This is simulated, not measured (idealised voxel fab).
Module name: voxel transistor to metal (process module)
Section cut is 270 nm wide and gridded with 5 nm square cells.
This document writes a cross-section as a grid whose cells are square, and gives it as bands, listed from the top down; one or more rows of cells form a band. Heads up on the band format: heights come first, top then bottom, in nm. After that it's the materials left to right, each with its width in nm. A single material flagged "full width" fills the whole band edge to edge, and "air" means there's empty space there. Note: height 0 marks the level under which the wafer is uniformly one material as received. Lowest band unbounded below, written "z 0 and below". When a width is written as two numbers, as in "30->40", the first number is the width in the top row of cells of the band and the second is the width in its bottom row, and the width changes by the same amount from each row to the next. "nothing altered" for a step: no cell of the cross-section changed in that step. In "Sealed-off cavities" the enclosed voids are listed, meaning empty spaces of 8 cells or larger without any opening to the top. The form is width x height at distance, distance from the left edge, units nm. The remark found on a step's line after its settings is issued by the simulator itself and pertains to that step. overlay nm: mask offset rightward from planned place, masked step; negative means leftward offset.

THIS SECTION LISTS THE PROCESS STEPS THAT WERE PLANNED
1,RECEIVE, material Si
2,CONFORMAL_DEP, material SiO2, thk nm 5
3,CONFORMAL_DEP, material SiN, thk nm 15
4,DIRECTIONAL_DEP, material aC, thk nm 10
5,PATTERN, tone cover, mask id ACTIVE, material resist, width nm 105, pitch nm 125, thk nm 30, overlay nm 0
6,DIRECTIONAL_ETCH, etch materials aC, depth nm 10
7,STRIP, etch materials resist
8,DIRECTIONAL_ETCH, etch materials SiN, depth nm 15
9,DIRECTIONAL_ETCH, etch materials SiO2, depth nm 5
10,DIRECTIONAL_ETCH, etch materials Si, depth nm 20
11,STRIP, etch materials aC
12,FILL_DEP, material SiO2, thk nm 10
13,CMP, height nm 20
14,SELECTIVE_ETCH, etch materials SiO2, depth nm 5
15,STRIP, etch materials SiN
16,SELECTIVE_ETCH, etch materials SiO2, depth nm 5
17,OXIDIZE, depth nm 5
18,DIRECTIONAL_DEP, material polySi, thk nm 25
19,DIRECTIONAL_DEP, material SiCN, thk nm 15
20,MASKED_ETCH, tone cover, mask id GATE, width nm 25, pitch nm 125, etch materials SiCN, depth nm 25, overlay nm 0
21,MASKED_ETCH, tone cover, mask id GATE, width nm 25, pitch nm 125, etch materials polySi, depth nm 35, overlay nm 0
22,CONFORMAL_DEP, material SiN, thk nm 5
23,DIRECTIONAL_ETCH, etch materials SiN, depth nm 5
24,DIRECTIONAL_ETCH, etch materials SiO2, depth nm 5
25,DIRECTIONAL_ETCH, etch materials Si, depth nm 10
26,EPI, material nSi, thk nm 10
27,FILL_DEP, material SiO2, thk nm 5
28,CMP, height nm 25
29,STRIP, etch materials polySi
30,SELECTIVE_ETCH, etch materials SiO2, depth nm 5
31,CONFORMAL_DEP, material HfO2, thk nm 5
32,CONFORMAL_DEP, material TiN, thk nm 5
33,FILL_DEP, material W, thk nm 5
34,CMP, height nm 20
35,DIRECTIONAL_DEP, material SiO2, thk nm 10
36,PATTERN, tone open, mask id CONTACT, material resist, width nm 15, thk nm 20, overlay nm 0
37,DIRECTIONAL_ETCH, etch materials SiO2, depth nm 35
38,STRIP, etch materials resist
39,CONFORMAL_DEP, material TiN, thk nm 5
40,FILL_DEP, material Ru, thk nm 10
41,CMP, height nm 30
42,DIRECTIONAL_DEP, material TiN, thk nm 5
43,DIRECTIONAL_DEP, material Ru, thk nm 15
44,MASKED_ETCH, tone cover, mask id METAL_1, width nm 15, etch materials Ru, depth nm 15, overlay nm 0
45,MASKED_ETCH, tone cover, mask id METAL_1, width nm 15, etch materials TiN, depth nm 5, overlay nm 0
46,CONFORMAL_DEP, material SiCN, thk nm 5
47,FILL_DEP, material lowk, thk nm 5
48,CMP, height nm 50
49,CONFORMAL_DEP, material SiCN, thk nm 5

AS RECEIVED, AFTER STEP 1
  z 0 and below: Si full width
  Sealed-off cavities: none

END STATE OF THE MODULE IN CROSS-SECTION, GIVEN THE ABOVE STARTING POINT AND PLAN AND ONE MISTAKE IN EXECUTION
  z 55 to 50: SiCN full width
  z 50 to 40: 30 nm lowk; 5 nm SiCN; 15 nm Ru; 5 nm SiCN; 45 nm lowk; 5 nm SiCN; 15 nm Ru; 5 nm SiCN; 30 nm lowk; 5 nm SiCN; 15 nm Ru; 5 nm SiCN; 45 nm lowk; 5 nm SiCN; 15 nm Ru; 5 nm SiCN; 20 nm lowk
  z 40 to 35: 25 nm lowk; 10 nm SiCN; 15 nm Ru; 5 nm SiCN; 40 nm lowk; 10 nm SiCN; 15 nm Ru; 5 nm SiCN; 25 nm lowk; 10 nm SiCN; 15 nm Ru; 5 nm SiCN; 40 nm lowk; 10 nm SiCN; 15 nm Ru; 5 nm SiCN; 20 nm lowk
  z 35 to 30: 30 nm SiCN; 20 nm TiN; 50 nm SiCN; 20 nm TiN; 35 nm SiCN; 20 nm TiN; 50 nm SiCN; 20 nm TiN; 25 nm SiCN
  z 30 to 20: 30 nm SiO2; 5 nm TiN; 5 nm Ru; 5 nm TiN; 55 nm SiO2; 5 nm TiN; 5 nm Ru; 5 nm TiN; 40 nm SiO2; 5 nm TiN; 5 nm Ru; 5 nm TiN; 55 nm SiO2; 5 nm TiN; 5 nm Ru; 5 nm TiN; 30 nm SiO2
  z 20 to 10: 30 nm SiO2; 5 nm TiN; 5 nm Ru; 5 nm TiN; 10 nm SiO2; 5 nm SiN; 5 nm HfO2; 5 nm TiN; 5 nm W; 5 nm TiN; 5 nm HfO2; 5 nm SiN; 10 nm SiO2; 5 nm TiN; 5 nm Ru; 5 nm TiN; 40 nm SiO2; 5 nm TiN; 5 nm Ru; 5 nm TiN; 10 nm SiO2; 5 nm SiN; 5 nm HfO2; 5 nm TiN; 5 nm W; 5 nm TiN; 5 nm HfO2; 5 nm SiN; 10 nm SiO2; 5 nm TiN; 5 nm Ru; 5 nm TiN; 30 nm SiO2
  z 10 to 5: 15 nm SiO2; 5 nm SiN; 10 nm SiO2; 5 nm TiN; 5 nm Ru; 5 nm TiN; 10 nm SiO2; 5 nm SiN; 5 nm HfO2; 5 nm TiN; 5 nm W; 5 nm TiN; 5 nm HfO2; 5 nm SiN; 10 nm SiO2; 5 nm TiN; 5 nm Ru; 5 nm TiN; 10 nm SiO2; 5 nm SiN; 10 nm SiO2; 5 nm SiN; 10 nm SiO2; 5 nm TiN; 5 nm Ru; 5 nm TiN; 10 nm SiO2; 5 nm SiN; 5 nm HfO2; 5 nm TiN; 5 nm W; 5 nm TiN; 5 nm HfO2; 5 nm SiN; 10 nm SiO2; 5 nm TiN; 5 nm Ru; 5 nm TiN; 10 nm SiO2; 5 nm SiN; 15 nm SiO2
  z 5 to 0: 15 nm SiO2; 5 nm SiN; 10 nm SiO2; 5 nm TiN; 5 nm Ru; 5 nm TiN; 10 nm nSi; 5 nm SiN; 5 nm HfO2; 15 nm TiN; 5 nm HfO2; 5 nm SiN; 10 nm nSi; 5 nm TiN; 5 nm Ru; 5 nm TiN; 10 nm SiO2; 5 nm SiN; 10 nm SiO2; 5 nm SiN; 10 nm SiO2; 5 nm TiN; 5 nm Ru; 5 nm TiN; 10 nm nSi; 5 nm SiN; 5 nm HfO2; 15 nm TiN; 5 nm HfO2; 5 nm SiN; 10 nm nSi; 5 nm TiN; 5 nm Ru; 5 nm TiN; 10 nm SiO2; 5 nm SiN; 15 nm SiO2
  z 0 to -5: 30 nm SiO2; 15 nm TiN; 10 nm nSi; 35 nm HfO2; 10 nm nSi; 15 nm TiN; 40 nm SiO2; 15 nm TiN; 10 nm nSi; 35 nm HfO2; 10 nm nSi; 15 nm TiN; 30 nm SiO2
  z -5 to -15: 20 nm SiO2; 35 nm nSi; 35 nm Si; 35 nm nSi; 20 nm SiO2; 35 nm nSi; 35 nm Si; 35 nm nSi; 20 nm SiO2
  z -15 to -20: 20 nm SiO2; 105 nm Si; 20 nm SiO2; 105 nm Si; 20 nm SiO2
  z -20 and below: Si full width
  Sealed-off cavities: none
It is concluded that the wafer was processed incorrectly with respect to the plan, in that heads up, step 44 didn't go per plan, it actually ran as MASKED_ETCH, tone cover, mask id METAL_1, width nm 15, etch materials Ru, depth nm 15, overlay nm 5
